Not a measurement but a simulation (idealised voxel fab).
This section sets out a process module, namely voxel self aligned contacts.
Xsec cut, 170 nm wide, square cell size 5 nm.
Cross-sections here: square-cell grids, written as top-down lists of bands, a band being one or more rows of cells. It is stipulated that each band's entry specify, in nanometres, the height of the top of the band and then that of its bottom, followed by the materials of the band in left-to-right sequence, each together with its width in nanometres. A single material marked by the word "everywhere" is understood to fill the band from edge to edge; the word "blank" is understood to denote empty space. Beneath 0, the wafer as received is one material, and that level is where height counting begins. The lowest band goes on downward without a bottom; it is written like "top 0, no bottom". Graded width ("30 to 40"): value in top row of band = first number; value in bottom row = second number; row-to-row change constant. Step note "no alteration" = no cross-section cell changed. What "Closed empty spaces" gives you is every empty space of 8 cells or more that is cut off from the top. Each appears as width x height at distance, with the distance taken from the left edge and width, height and distance all in nm. Post-settings text on a step line: simulator's own remark regarding the step. The setting "overlay nm" may be written on the line of a step. When the step uses a mask, the value reports how far to the right of the planned place the mask lay, and a negative value reports that it lay to the left.

### These are the steps we planned for the process
1,RECEIVE [material Si]
2,CONFORMAL_DEP [material SiO2] [thk nm 5]
3,DIRECTIONAL_DEP [material polySi] [thk nm 30]
4,DIRECTIONAL_DEP [material SiN] [thk nm 15]
5,MASKED_ETCH [tone cover] [mask id GATE] [width nm 25] [pitch nm 50] [etch materials SiN] [depth nm 15] [overlay nm 0]
6,MASKED_ETCH [tone cover] [mask id GATE] [width nm 25] [pitch nm 50] [etch materials polySi] [depth nm 30] [overlay nm 0]
7,CONFORMAL_DEP [material SiN] [thk nm 5]
8,DIRECTIONAL_ETCH [etch materials SiN] [depth nm 5]
9,FILL_DEP [material SiO2] [thk nm 15]
10,CMP [height nm 60]
11,DIRECTIONAL_DEP [material aC] [thk nm 10]
12,PATTERN [tone open] [mask id CONTACT] [material resist] [width nm 35] [pitch nm 50] [thk nm 30] [overlay nm -15]
13,DIRECTIONAL_ETCH [etch materials aC] [depth nm 10]
14,STRIP [etch materials resist]
15,DIRECTIONAL_ETCH [etch materials SiO2] [depth nm 60]
16,STRIP [etch materials aC]
17,CONFORMAL_DEP [material TiN] [thk nm 5]
18,FILL_DEP [material Ru] [thk nm 5]
19,CMP [height nm 60]
20,CONFORMAL_DEP [material SiCN] [thk nm 5]
Split variable: overlay nm, step 12. Plan value = first wafer. Wafers start alike.

### As received, i.e. after step 1: cross-section through the first of several wafers
> top 0, no bottom = Si everywhere
> Closed empty spaces: none

### Cross-section after step 20, the final step of the module, for the first of several wafers
> top 65, bottom 60 = SiCN everywhere
> top 60, bottom 55 = SiO2: 25 / TiN: 5 / Ru: 25 / TiN: 5 / SiO2: 15 / TiN: 5 / Ru: 25 / TiN: 5 / SiO2: 60
> top 55, bottom 50 = SiO2: 25 / TiN: 35 / SiO2: 15 / TiN: 35 / SiO2: 60
> top 50, bottom 35 = SiO2: 15 / SiN: 35 / TiN: 10 / SiO2: 5 / SiN: 35 / TiN: 10 / SiO2: 5 / SiN: 35 / SiO2: 20
> top 35, bottom 5 = SiO2: 15 / SiN: 5 / polySi: 25 / SiN: 5 / TiN: 10 / SiO2: 5 / SiN: 5 / polySi: 25 / SiN: 5 / TiN: 10 / SiO2: 5 / SiN: 5 / polySi: 25 / SiN: 5 / SiO2: 20
> top 5, bottom 0 = SiO2: 50 / TiN: 10 / SiO2: 40 / TiN: 10 / SiO2: 60
> top 0, no bottom = Si everywhere
> Closed empty spaces: none

### Here we cross-sectioned the last of the wafers once the module was done
> top 65, bottom 60 = SiCN everywhere
> top 60, bottom 55 = SiO2: 55 / TiN: 5 / Ru: 25 / TiN: 5 / SiO2: 15 / TiN: 5 / Ru: 25 / TiN: 5 / SiO2: 30
> top 55, bottom 50 = SiO2: 55 / TiN: 35 / SiO2: 15 / TiN: 35 / SiO2: 30
> top 50, bottom 35 = SiO2: 15 / SiN: 35 / SiO2: 5 / TiN: 10 / SiN: 35 / SiO2: 5 / TiN: 10 / SiN: 35 / SiO2: 20
> top 35, bottom 5 = SiO2: 15 / SiN: 5 / polySi: 25 / SiN: 5 / SiO2: 5 / TiN: 10 / SiN: 5 / polySi: 25 / SiN: 5 / SiO2: 5 / TiN: 10 / SiN: 5 / polySi: 25 / SiN: 5 / SiO2: 20
> top 5, bottom 0 = SiO2: 55 / TiN: 10 / SiO2: 40 / TiN: 10 / SiO2: 55
> top 0, no bottom = Si everywhere
> Closed empty spaces: none

### Per-wafer rows below. For each material: cells gained (+) or lost (-) since the wafer was received, as of end of module. Then: closed voids
overlay nm -15, +10 Ru, +34 SiCN, +99 SiN, +151 SiO2, +58 TiN, +90 polySi, Closed empty spaces: none
overlay nm -10, +30 Ru, +34 SiCN, +99 SiN, +131 SiO2, +58 TiN, +90 polySi, Closed empty spaces: none
overlay nm -5, +30 Ru, +34 SiCN, +99 SiN, +131 SiO2, +58 TiN, +90 polySi, Closed empty spaces: none
overlay nm 0, +30 Ru, +34 SiCN, +99 SiN, +131 SiO2, +58 TiN, +90 polySi, Closed empty spaces: none
overlay nm 5, +30 Ru, +34 SiCN, +99 SiN, +131 SiO2, +58 TiN, +90 polySi, Closed empty spaces: none
overlay nm 10, +30 Ru, +34 SiCN, +99 SiN, +131 SiO2, +58 TiN, +90 polySi, Closed empty spaces: none
overlay nm 15, +10 Ru, +34 SiCN, +99 SiN, +151 SiO2, +58 TiN, +90 polySi, Closed empty spaces: none
